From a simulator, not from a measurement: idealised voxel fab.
Process module, titled voxel transistor to metal
The figure presents cross-section cut, which has a width of 180 nm and is divided into square cells with an edge length of 5 nm.
Format of a cross-section: grid, square cells. Given as bands. Order: top down. Band: one or more rows of cells. Per band: top height and bottom height in nm, followed by the left-to-right materials and their widths in nm; "full width" marks a single material spanning edge to edge, "blank" marks empty space. For the purposes of this specification, 0 denotes the height below which the wafer in its as-received condition is composed wholly of one material, and the lowermost band, lacking a lower limit, extends downward without end, as expressed in "z 0 and below". When a width is written as two numbers, as in "30->40", the first number is the width in the top row of cells of the band and the second is the width in its bottom row, and the width changes by the same amount from each row to the next. Basically "remains unaltered" means that step didn't change any cell in the cross-section. You'll see "Closed voids list" listing empty spaces that have no way open to the top, as long as they're 8 cells or more; the notation is width x height at distance, where the distance is from the left edge, and all of it is in nm. On each step's line, the part that comes after the settings is the simulator's own comment on the step. If you see "overlay nm" on a step's line and that step has a mask, it's telling you how far right of where it was planned the mask ended up; a negative number means it went left instead.

-- Planned process steps
1) op RECEIVE | material Si
2) op CONFORMAL_DEP | material SiO2 | thk nm 5
3) op CONFORMAL_DEP | material SiN | thk nm 15
4) op MASKED_ETCH | tone cover | mask id ACTIVE | width nm 100 | etch materials SiN | depth nm 15 | overlay nm 0
5) op MASKED_ETCH | tone cover | mask id ACTIVE | width nm 100 | etch materials SiO2 | depth nm 5 | overlay nm 0
6) op MASKED_ETCH | tone cover | mask id ACTIVE | width nm 100 | etch materials Si | depth nm 20 | overlay nm 0
7) op OXIDIZE | depth nm 5
8) op FILL_DEP | material SiO2 | thk nm 10
9) op CMP | height nm 20
10) op SELECTIVE_ETCH | etch materials SiO2 | depth nm 10
11) op STRIP | etch materials SiN
12) op SELECTIVE_ETCH | etch materials SiO2 | depth nm 5
13) op OXIDIZE | depth nm 5
14) op DIRECTIONAL_DEP | material polySi | thk nm 25
15) op DIRECTIONAL_DEP | material SiCN | thk nm 10
16) op DIRECTIONAL_DEP | material aC | thk nm 10
17) op PATTERN | tone cover | mask id GATE | material resist | width nm 20 | thk nm 30 | overlay nm 0
18) op DIRECTIONAL_ETCH | etch materials aC | depth nm 10
19) op STRIP | etch materials resist
20) op DIRECTIONAL_ETCH | etch materials SiCN | depth nm 20
21) op DIRECTIONAL_ETCH | etch materials polySi | depth nm 35
22) op STRIP | etch materials aC
23) op CONFORMAL_DEP | material SiN | thk nm 10
24) op DIRECTIONAL_ETCH | etch materials SiN | depth nm 10
25) op DIRECTIONAL_ETCH | etch materials SiO2 | depth nm 5
26) op DIRECTIONAL_ETCH | etch materials Si | depth nm 10
27) op EPI | material nSi | thk nm 10
28) op FILL_DEP | material SiO2 | thk nm 5
29) op CMP | height nm 35
30) op DIRECTIONAL_DEP | material SiO2 | thk nm 15
31) op MASKED_ETCH | tone open | mask id CONTACT | width nm 20 | pitch nm 70 | etch materials SiO2 | depth nm 55 | overlay nm 0
32) op CONFORMAL_DEP | material TiN | thk nm 5
33) op FILL_DEP | material W | thk nm 5
34) op CMP | height nm 50
35) op DIRECTIONAL_DEP | material TiN | thk nm 5
36) op DIRECTIONAL_DEP | material Ru | thk nm 20
37) op MASKED_ETCH | tone cover | mask id METAL_1 | width nm 20 | pitch nm 70 | etch materials Ru | depth nm 20 | overlay nm 0
38) op MASKED_ETCH | tone cover | mask id METAL_1 | width nm 20 | pitch nm 70 | etch materials TiN | depth nm 5 | overlay nm 0
39) op FILL_DEP | material lowk | thk nm 10
40) op CMP | height nm 75
41) op CONFORMAL_DEP | material SiCN | thk nm 5
42) op DIRECTIONAL_DEP | material lowk | thk nm 30
43) op DIRECTIONAL_DEP | material aC | thk nm 10
44) op PATTERN | tone open | mask id METAL_2_HOLES | material resist | width nm 15 | pitch nm 70 | thk nm 30 | overlay nm 0
45) op DIRECTIONAL_ETCH | etch materials aC | depth nm 10
46) op STRIP | etch materials resist
47) op DIRECTIONAL_ETCH | etch materials lowk | depth nm 30
48) op STRIP | etch materials aC
49) op PATTERN | tone open | mask id METAL_2 | material resist | width nm 20 | pitch nm 70 | thk nm 20 | overlay nm 0
50) op DIRECTIONAL_ETCH | etch materials lowk | depth nm 15
51) op DIRECTIONAL_ETCH | etch materials SiCN | depth nm 5
52) op STRIP | etch materials resist
53) op CONFORMAL_DEP | material TiN | thk nm 5
54) op FILL_DEP | material Ru | thk nm 5
55) op CMP | height nm 110
56) op CONFORMAL_DEP | material SiN | thk nm 5

-- as received, after step 1
* z 0 and below | Si full width
* Closed voids list: none

-- Cross-sectional image of the first of two wafers at the end of the module, the run having proceeded as planned
* z 115 to 110 | SiN full width
* z 110 to 100 | lowk (45); TiN (5); Ru (10); TiN (5); lowk (50); TiN (5); Ru (10); TiN (5); lowk (45)
* z 100 to 95 | lowk (45); TiN (5); Ru (5); TiN (10); lowk (50); TiN (5); Ru (5); TiN (10); lowk (45)
* z 95 to 80 | lowk (45); TiN (5); Ru (5); TiN (5); lowk (55); TiN (5); Ru (5); TiN (5); lowk (50)
* z 80 to 75 | SiCN (45); TiN (15); SiCN (55); TiN (15); SiCN (50)
* z 75 to 55 | lowk (45); Ru (20); lowk (50); Ru (20); lowk (45)
* z 55 to 50 | lowk (45); TiN (20); lowk (50); TiN (20); lowk (45)
* z 50 to 35 | SiO2 (45); TiN (5); W (10); TiN (5); SiO2 (50); TiN (5); W (10); TiN (5); SiO2 (45)
* z 35 to 25 | SiO2 (45); TiN (5); W (10); TiN (5); SiO2 (5); SiN (10); SiCN (20); SiN (10); SiO2 (5); TiN (5); W (10); TiN (5); SiO2 (45)
* z 25 to 10 | SiO2 (45); TiN (5); W (10); TiN (5); SiO2 (5); SiN (10); polySi (20); SiN (10); SiO2 (5); TiN (5); W (10); TiN (5); SiO2 (45)
* z 10 to 5 | SiO2 (45); TiN (5); W (5); TiN (10); SiO2 (5); SiN (10); polySi (20); SiN (10); SiO2 (5); TiN (10); W (5); TiN (5); SiO2 (45)
* z 5 to 0 | SiO2 (35); SiN (10); TiN (5); W (5); TiN (5); nSi (10); SiN (10); polySi (20); SiN (10); nSi (10); TiN (5); W (5); TiN (5); SiN (10); SiO2 (35)
* z 0 to -5 | SiO2 (45); TiN (15); nSi (10); SiO2 (40); nSi (10); TiN (15); SiO2 (45)
* z -5 to -15 | SiO2 (45); nSi (25); Si (40); nSi (25); SiO2 (45)
* z -15 to -25 | SiO2 (45); Si (90); SiO2 (45)
* z -25 and below | Si full width
* Closed voids list: none

-- Second of two wafers, module complete, sectioned: it shares the first wafer's start and plan but was run with one mistake
* z 115 to 110 | SiN full width
* z 110 to 100 | lowk (45); TiN (5); Ru (10); TiN (5); lowk (50); TiN (5); Ru (10); TiN (5); lowk (45)
* z 100 to 95 | lowk (45); TiN (5); Ru (5); TiN (10); lowk (50); TiN (5); Ru (5); TiN (10); lowk (45)
* z 95 to 80 | lowk (45); TiN (5); Ru (5); TiN (5); lowk (55); TiN (5); Ru (5); TiN (5); lowk (50)
* z 80 to 75 | SiCN (45); TiN (15); SiCN (55); TiN (15); SiCN (50)
* z 75 to 55 | lowk (45); Ru (20); lowk (50); Ru (20); lowk (45)
* z 55 to 50 | lowk (45); TiN (20); lowk (50); TiN (20); lowk (45)
* z 50 to 35 | SiO2 (45); TiN (5); W (10); TiN (5); SiO2 (50); TiN (5); W (10); TiN (5); SiO2 (45)
* z 35 to 25 | SiO2 (45); TiN (5); W (10); TiN (5); SiO2 (5); SiN (10); SiCN (20); SiN (10); SiO2 (5); TiN (5); W (10); TiN (5); SiO2 (45)
* z 25 to 10 | SiO2 (45); TiN (5); W (10); TiN (5); SiO2 (5); SiN (10); polySi (20); SiN (10); SiO2 (5); TiN (5); W (10); TiN (5); SiO2 (45)
* z 10 to 5 | SiO2 (45); TiN (5); W (5); TiN (10); SiO2 (5); SiN (10); polySi (20); SiN (10); SiO2 (5); TiN (10); W (5); TiN (5); SiO2 (45)
* z 5 to 0 | SiO2 (25); SiN (10); SiO2 (10); TiN (5); W (5); TiN (5); nSi (10); SiN (10); polySi (20); SiN (10); nSi (10); TiN (5); W (5); TiN (5); SiO2 (10); SiN (10); SiO2 (25)
* z 0 to -5 | SiO2 (25); SiN (20); TiN (15); nSi (10); SiO2 (40); nSi (10); TiN (15); SiN (20); SiO2 (25)
* z -5 to -10 | SiO2 (25); SiN (20); SiO2 (5); nSi (20); Si (40); nSi (20); SiO2 (5); SiN (20); SiO2 (25)
* z -10 to -15 | SiO2 (50); nSi (20); Si (40); nSi (20); SiO2 (50)
* z -15 to -25 | SiO2 (45); Si (90); SiO2 (45)
* z -25 and below | Si full width
* Closed voids list: none
Against the plan, the run slipped here: steps 10 and 11 run out of order (swapped)
Once processing is complete, comparing cell counts shows that the second wafer has more or fewer of certain materials than the first: SiN: 16 more, SiO2: 12 fewer, nSi: 4 fewer
